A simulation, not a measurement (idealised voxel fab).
voxel lift off: a process module
The cross-section on display is named cut; it measures 215 nm wide, and its cells are 5 nm squares.
Notation: cross-section as square-cell grid; stated in bands, top first, going down; one or more cell rows per band.
First you get the band's top height and its bottom height, in nm, and then the materials it's made of, left to right, with each width in nm. If you see a single material with "throughout", that one covers the band edge to edge. "blank" is empty space.
It should be noted that heights are counted from 0, beneath which the wafer as supplied is of one material throughout, and that the lowest band possesses no lower boundary but continues downward, as written in "0 nm and below".
So if you see something like "30..40" for the width, read it as the top row of the band sitting at the first number and the bottom row at the second, with every row in between moving by the same amount as the last.
"identical to before" -> step changed no cross-section cell.
The entry "Internal closed voids" lists the empty spaces that cover at least 8 cells and have no open path to the top. Each is written as width x height at distance, where the distance is measured from the left edge and all three values are in nm.
It should be noted that, on the line of a given step, the content following the step's settings is a remark produced by the simulator itself with respect to that step.
You can add "overlay nm" to a step's line. For a step with a mask, it describes how far the mask lay to the right of its planned position, and a negative number describes a lay to the left.

List of planned process steps:
| 1 | RECEIVE,material Si |
| 2 | CONFORMAL_DEP,material Al2O3,thk nm 15 |
| 3 | PATTERN,tone open,mask id LINES,material resist,width nm 15,pitch nm 30,thk nm 20,overlay nm -15 |
| 4 | DIRECTIONAL_DEP,material Ru,thk nm 10 |
| 5 | STRIP,etch materials resist |
| 6 | CONFORMAL_DEP,material SiO2,thk nm 5 |
Across this set of wafers, the varied parameter is the overlay nm of step 3. Starting conditions are identical for every wafer, and the plan reports the value assigned to the first wafer.

First wafer of several, as received: cross-section after step 1:
  0 nm and below | Si throughout
  Internal closed voids: none

After the module's final step, step 6: the first of several wafers in cross-section:
  30 nm to 25 nm | blank: 65, then SiO2: 25, then blank: 5, then SiO2: 25, then blank: 95
  25 nm to 20 nm | blank: 65, then SiO2: 5, then Ru: 15, then SiO2: 5, then blank: 5, then SiO2: 5, then Ru: 15, then SiO2: 5, then blank: 95
  20 nm to 15 nm | SiO2: 70, then Ru: 15, then SiO2: 15, then Ru: 15, then SiO2: 100
  15 nm to 0 nm | Al2O3 throughout
  0 nm and below | Si throughout
  Internal closed voids: none

End of module: cross-section, last of several wafers:
  30 nm to 25 nm | blank: 95, then SiO2: 25, then blank: 5, then SiO2: 25, then blank: 65
  25 nm to 20 nm | blank: 95, then SiO2: 5, then Ru: 15, then SiO2: 5, then blank: 5, then SiO2: 5, then Ru: 15, then SiO2: 5, then blank: 65
  20 nm to 15 nm | SiO2: 100, then Ru: 15, then SiO2: 15, then Ru: 15, then SiO2: 70
  15 nm to 0 nm | Al2O3 throughout
  0 nm and below | Si throughout
  Internal closed voids: none

Heads up, this table goes wafer by wafer. A row tells you, at the end of the module, how many cells of each material that wafer has put on (+) or dropped (-) since it was received, and then its closed voids:
overlay nm -15; +129 Al2O3; +12 Ru; +51 SiO2; Internal closed voids: none
overlay nm -10; +129 Al2O3; +12 Ru; +51 SiO2; Internal closed voids: none
overlay nm -5; +129 Al2O3; +12 Ru; +51 SiO2; Internal closed voids: none
overlay nm 0; +129 Al2O3; +12 Ru; +51 SiO2; Internal closed voids: none
overlay nm 5; +129 Al2O3; +12 Ru; +51 SiO2; Internal closed voids: none
overlay nm 10; +129 Al2O3; +12 Ru; +51 SiO2; Internal closed voids: none
overlay nm 15; +129 Al2O3; +12 Ru; +51 SiO2; Internal closed voids: none
